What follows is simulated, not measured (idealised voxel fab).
process module | voxel wiring stack
cross-section cut | 225 nm wide | cells 5 nm
A cross-section is a grid of square cells, given in bands from the top down. A band is one or more rows of cells.
Each band's line starts with the height of the band's top and of its bottom, in nm. Then come its materials from left to right, each with its width in nm. One material with "throughout" fills the band from edge to edge. "air" is empty space.
Height 0 is the level under which the wafer as received is all one material. The lowest band goes on downwards, as in "0 down".
A width such as "30 to 40" changes by the same amount from each row of cells to the next, from the band's top row to its bottom row.
"no change" after a step means that no cell of the cross-section changed.
closed voids: empty space of 8 cells or more with no open way to the top, each as width x height at its distance from the left edge, in nm
after a step's settings: what the simulator itself notes on the step
overlay nm, on a step with a mask: how far to the right of its planned place the mask lay; to the left if negative
plan
1 op RECEIVE | material Si
2 op CONFORMAL_DEP | material SiO2 | thk nm 15
3 op CONFORMAL_DEP | material SiCN | thk nm 5
4 op DIRECTIONAL_DEP | material lowk | thk nm 20
5 op DIRECTIONAL_DEP | material aC | thk nm 10
6 op PATTERN | tone open | mask id METAL_1 | material resist | width nm 20 | pitch nm 35 | thk nm 30 | overlay nm 0
7 op DIRECTIONAL_ETCH | etch materials aC | depth nm 10
8 op STRIP | etch materials resist
9 op DIRECTIONAL_ETCH | etch materials lowk | depth nm 20
10 op DIRECTIONAL_ETCH | etch materials SiCN | depth nm 5
11 op STRIP | etch materials aC
12 op CONFORMAL_DEP | material TiN | thk nm 5
13 op FILL_DEP | material Cu | thk nm 10
14 op CMP | height nm 40
15 op CONFORMAL_DEP | material SiCN | thk nm 5
16 op DIRECTIONAL_DEP | material lowk | thk nm 30
17 op PATTERN | tone open | mask id METAL_2 | material resist | width nm 20 | pitch nm 35 | thk nm 20 | overlay nm 0
18 op DIRECTIONAL_ETCH | etch materials lowk | depth nm 15
19 op STRIP | etch materials resist
20 op PATTERN | tone open | mask id METAL_2_HOLES | material resist | width nm 15 | pitch nm 35 | thk nm 15 | overlay nm 0
21 op DIRECTIONAL_ETCH | etch materials lowk | depth nm 15
22 op DIRECTIONAL_ETCH | etch materials SiCN | depth nm 5
23 op STRIP | etch materials resist
24 op CONFORMAL_DEP | material TiN | thk nm 5
25 op FILL_DEP | material Ru | thk nm 10
26 op CMP | height nm 75
27 op CONFORMAL_DEP | material SiCN | thk nm 5
28 op DIRECTIONAL_DEP | material lowk | thk nm 25
29 op MASKED_ETCH | tone open | mask id METAL_3 | width nm 20 | pitch nm 35 | etch materials lowk | depth nm 15 | overlay nm -15
30 op PATTERN | tone open | mask id METAL_3_HOLES | material resist | width nm 15 | pitch nm 70 | thk nm 15 | overlay nm 0
31 op DIRECTIONAL_ETCH | etch materials lowk | depth nm 10
32 op DIRECTIONAL_ETCH | etch materials SiCN | depth nm 5
33 op STRIP | etch materials resist
34 op CONFORMAL_DEP | material TiN | thk nm 5
35 op FILL_DEP | material Ru | thk nm 10
36 op CMP | height nm 105
37 op CONFORMAL_DEP | material SiCN | thk nm 5
varied across the wafers: overlay nm of step 29. The plan shows the first wafer's value. All wafers start alike
first wafer as received, after step 1
  0 down: Si throughout
  closed voids: none
first wafer at the end, after step 37
  110 to 105: SiCN throughout
  105 to 95: lowk 50 | TiN 5 | Ru 20 to 10 | TiN 5 to 15 | lowk 5 | TiN 5 | Ru 10 | TiN 5 | lowk 15 | TiN 5 | Ru 20 to 10 | TiN 5 to 15 | lowk 75
  95 to 90: lowk 50 | TiN 20 | lowk 15 | TiN 20 | lowk 15 | TiN 20 | lowk 85
  90 to 80: lowk 65 | TiN 5 | lowk 65 | TiN 5 | lowk 85
  80 to 75: SiCN 65 | TiN 5 | SiCN 65 | TiN 5 | SiCN 85
  75 to 65: lowk 65 | TiN 5 | Ru 10 | TiN 5 | lowk 15 | TiN 5 | Ru 10 | TiN 5 | lowk 15 | TiN 5 | Ru 10 | TiN 5 | lowk 70
  65 to 60: lowk 65 | TiN 5 | Ru 5 | TiN 10 | lowk 15 | TiN 5 | Ru 5 | TiN 10 | lowk 15 | TiN 5 | Ru 5 | TiN 10 | lowk 70
  60 to 45: lowk 65 | TiN 5 | Ru 5 | TiN 5 | lowk 20 | TiN 5 | Ru 5 | TiN 5 | lowk 20 | TiN 5 | Ru 5 | TiN 5 | lowk 75
  45 to 40: SiCN 65 | TiN 15 | SiCN 20 | TiN 15 | SiCN 20 | TiN 15 | SiCN 75
  40 to 20: lowk 65 | TiN 5 | Cu 10 | TiN 5 | lowk 15 | TiN 5 | Cu 10 | TiN 5 | lowk 15 | TiN 5 | Cu 10 | TiN 5 | lowk 70
  20 to 15: SiCN 65 | TiN 20 | SiCN 15 | TiN 20 | SiCN 15 | TiN 20 | SiCN 70
  15 to 0: SiO2 throughout
  0 down: Si throughout
  closed voids: none
last wafer at the end
  110 to 105: SiCN throughout
  105 to 100: lowk 65 | TiN 5 | Ru 25 | TiN 5 | lowk 15 | TiN 5 | Ru 45 | TiN 5 | lowk 55
  100 to 95: lowk 65 | TiN 20 | Ru 10 | TiN 5 | lowk 15 | TiN 5 | Ru 10 | TiN 25 | Ru 10 | TiN 5 | lowk 55
  95 to 90: lowk 80 | TiN 20 | lowk 15 | TiN 20 | lowk 15 | TiN 20 | lowk 55
  90 to 80: lowk throughout
  80 to 75: SiCN throughout
  75 to 65: lowk 65 | TiN 5 | Ru 10 | TiN 5 | lowk 15 | TiN 5 | Ru 10 | TiN 5 | lowk 15 | TiN 5 | Ru 10 | TiN 5 | lowk 70
  65 to 60: lowk 65 | TiN 5 | Ru 5 | TiN 10 | lowk 15 | TiN 5 | Ru 5 | TiN 10 | lowk 15 | TiN 5 | Ru 5 | TiN 10 | lowk 70
  60 to 45: lowk 65 | TiN 5 | Ru 5 | TiN 5 | lowk 20 | TiN 5 | Ru 5 | TiN 5 | lowk 20 | TiN 5 | Ru 5 | TiN 5 | lowk 75
  45 to 40: SiCN 65 | TiN 15 | SiCN 20 | TiN 15 | SiCN 20 | TiN 15 | SiCN 75
  40 to 20: lowk 65 | TiN 5 | Cu 10 | TiN 5 | lowk 15 | TiN 5 | Cu 10 | TiN 5 | lowk 15 | TiN 5 | Cu 10 | TiN 5 | lowk 70
  20 to 15: SiCN 65 | TiN 20 | SiCN 15 | TiN 20 | SiCN 15 | TiN 20 | SiCN 70
  15 to 0: SiO2 throughout
  0 down: Si throughout
  closed voids: none
each wafer at the end: cells of each material gained (+) or lost (-) since it was received, then its closed voids
overlay nm -15 | +24 Cu | +40 Ru | +157 SiCN | +135 SiO2 | +118 TiN | +516 lowk | closed voids: none
overlay nm -10 | +24 Cu | +38 Ru | +155 SiCN | +135 SiO2 | +122 TiN | +516 lowk | closed voids: none
overlay nm -5 | +24 Cu | +42 Ru | +153 SiCN | +135 SiO2 | +120 TiN | +516 lowk | closed voids: none
overlay nm 0 | +24 Cu | +42 Ru | +153 SiCN | +135 SiO2 | +120 TiN | +516 lowk | closed voids: none
overlay nm 5 | +24 Cu | +38 Ru | +155 SiCN | +135 SiO2 | +122 TiN | +516 lowk | closed voids: none
overlay nm 10 | +24 Cu | +40 Ru | +157 SiCN | +135 SiO2 | +118 TiN | +516 lowk | closed voids: none
overlay nm 15 | +24 Cu | +44 Ru | +159 SiCN | +135 SiO2 | +112 TiN | +516 lowk | closed voids: none
